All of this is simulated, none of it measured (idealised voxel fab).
Herein follows the process module entitled voxel ribs on slabs.
Each square cell in cross-section cut measures 5 nm, and the section as a whole is 280 nm wide.
We lay out every cross-section as a grid of square cells and spell it out in bands from the top down, where one band means one or more rows of cells. It is stipulated that each band's entry specify, in nanometres, the height of the top of the band and then that of its bottom, followed by the materials of the band in left-to-right sequence, each together with its width in nanometres. A single material marked by the word "full width" is understood to fill the band from edge to edge; the word "blank" is understood to denote empty space. Height 0 is the level under which the wafer as received is all one material. The lowest band goes on downwards, as in "0..down". A width given as "30->40" starts at the first number in the band's top row and ends at the second number in its bottom row, shifting by an equal amount at every step from row to row. Step note "no modification" = no cross-section cell changed. "Enclosed voids": sealed empty spaces, 8 cells or more, no open way to top, listed width x height at distance, with distance from the left edge and width, height and distance in nm. If you see something after the settings on a step's line, that's the simulator's own remark about that step. Regarding "overlay nm": on a step with a mask, it is the distance the mask lay to the right of its planned place; a negative value places it to the left.
## These are the steps we planned for the process
1,RECEIVE (material Si)
2,DIRECTIONAL_DEP (material SiO2; thk nm 20)
3,DIRECTIONAL_DEP (material SiN; thk nm 15)
4,PATTERN (tone cover; mask id RIB; material resist; width nm 15; thk nm 15; overlay nm 0)
5,DIRECTIONAL_ETCH (etch materials SiN; depth nm 5)
6,STRIP (etch materials resist)
7,DIRECTIONAL_DEP (material aC; thk nm 10)
8,PATTERN (tone cover; mask id SLAB; material resist; width nm 65; thk nm 25; overlay nm 0)
9,DIRECTIONAL_ETCH (etch materials aC; depth nm 10)
10,STRIP (etch materials resist)
11,DIRECTIONAL_ETCH (etch materials SiN; depth nm 10)
12,STRIP (etch materials aC)
13,FILL_DEP (material SiO2; thk nm 15)
14,CMP (height nm 45)
15,DIRECTIONAL_DEP (material W; thk nm 5)
16,PATTERN (tone cover; mask id HEATER; material resist; width nm 25; thk nm 20; overlay nm 0)
17,DIRECTIONAL_ETCH (etch materials W; depth nm 5)
18,STRIP (etch materials resist)
19,CONFORMAL_DEP (material SiO2; thk nm 5)
## As-received wafer cross-section (after step 1)
    0..down: Si full width
    Enclosed voids: none
## First wafer of two, sectioned at end of module; run went per plan
    55..50: 120 of blank, 35 of SiO2, 125 of blank
    50..45: 125 of SiO2, 25 of W, 130 of SiO2
    45..35: SiO2 full width
    35..30: 130 of SiO2, 15 of SiN, 135 of SiO2
    30..20: 105 of SiO2, 65 of SiN, 110 of SiO2
    20..0: SiO2 full width
    0..down: Si full width
    Enclosed voids: none
## Second wafer through the module, sectioned at the end: same beginning and same plan as the first wafer, with one mistake in carrying it out
    55..50: 120 of blank, 35 of SiO2, 125 of blank
    50..45: 125 of SiO2, 25 of W, 130 of SiO2
    45..35: 105 of SiO2, 65 of SiN, 110 of SiO2
    35..20: SiN full width
    20..0: SiO2 full width
    0..down: Si full width
    Enclosed voids: none
It is concluded that the wafer was processed incorrectly with respect to the plan, in that plan step 3 ran twice
Looking at both finished wafers in cells, the second ends up ahead of or behind the first on some materials: +165 SiN | -165 SiO2
